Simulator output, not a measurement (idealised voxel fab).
The process module presented herein is designated voxel self aligned contacts.
We display cut, a cross-section 300 nm in width whose square cells are each 5 nm.
In this document a cross-section is written as a grid of square cells. It is given as a series of bands, listed from the top down, and a band is one or more rows of cells. Read a band's entry like this: the first values are the height of its top and the height of its bottom in nm, and what follows is the sequence of materials from left to right, each with its width in nm. Note that "empty" is empty space, and that a single material marked "edge to edge" reaches across the band from edge to edge. For the purposes of this specification, 0 denotes the height below which the wafer in its as-received condition is composed wholly of one material, and the lowermost band, lacking a lower limit, extends downward without end, as expressed in "0 nm and below". Per-row width for "30 to 40": begins at first number (top row of band), ends at second number (bottom row), increment between rows held constant. Step marked "identical to before"? Then no cell in the cross-section changed in it. This entry, "Closed internal cavities", enumerates those empty regions of no fewer than 8 cells that possess no open connection to the top. Each region is reported in the form width x height at distance, the distance being taken from the left edge, with all three quantities expressed in nm. Whatever follows a step's settings on its line is a remark the simulator itself makes about that step. "overlay nm", when on a step's line for a step with a mask, measures how far to the right of its planned place the mask lay; a negative measure means to the left.

[These are the steps we planned for the process]
1. RECEIVE: material Si
2. OXIDIZE: depth nm 5
3. DIRECTIONAL_DEP: material polySi, thk nm 20
4. DIRECTIONAL_DEP: material SiN, thk nm 15
5. PATTERN: tone cover, mask id GATE, material resist, width nm 35, pitch nm 60, thk nm 20, overlay nm 0
6. DIRECTIONAL_ETCH: etch materials SiN, depth nm 15
7. DIRECTIONAL_ETCH: etch materials polySi, depth nm 20
8. STRIP: etch materials resist
9. CONFORMAL_DEP: material SiN, thk nm 5
10. DIRECTIONAL_ETCH: etch materials SiN, depth nm 5
11. FILL_DEP: material SiO2, thk nm 15
12. CMP: height nm 45
13. PATTERN: tone open, mask id CONTACT, material resist, width nm 35, thk nm 15, overlay nm 0
14. DIRECTIONAL_ETCH: etch materials SiO2, depth nm 50
15. STRIP: etch materials resist
16. CONFORMAL_DEP: material TiN, thk nm 5
17. FILL_DEP: material Ru, thk nm 10
18. CMP: height nm 45
19. CONFORMAL_DEP: material SiN, thk nm 5
All wafers enter the flow in the same state. The thk nm at step 16 differs from wafer to wafer, and the plan gives the value for the first wafer.

[The first of several wafers as received, shown in cross-section; this is its state after step 1]
- 0 nm and below = Si edge to edge
- Closed internal cavities: none

[Basically each wafer gets a line in the table, showing it at the end of the module: material by material, the cells it gained (+) or lost (-) since we got it, then its closed voids]
thk nm 5; +13 Ru; -60 Si; +130 SiN; +436 SiO2; +25 TiN; +56 polySi; Closed internal cavities: none
thk nm 10; -60 Si; +130 SiN; +436 SiO2; +38 TiN; +56 polySi; Closed internal cavities: none
thk nm 15; -60 Si; +130 SiN; +436 SiO2; +38 TiN; +56 polySi; Closed internal cavities: none
thk nm 20; -60 Si; +130 SiN; +436 SiO2; +38 TiN; +56 polySi; Closed internal cavities: none
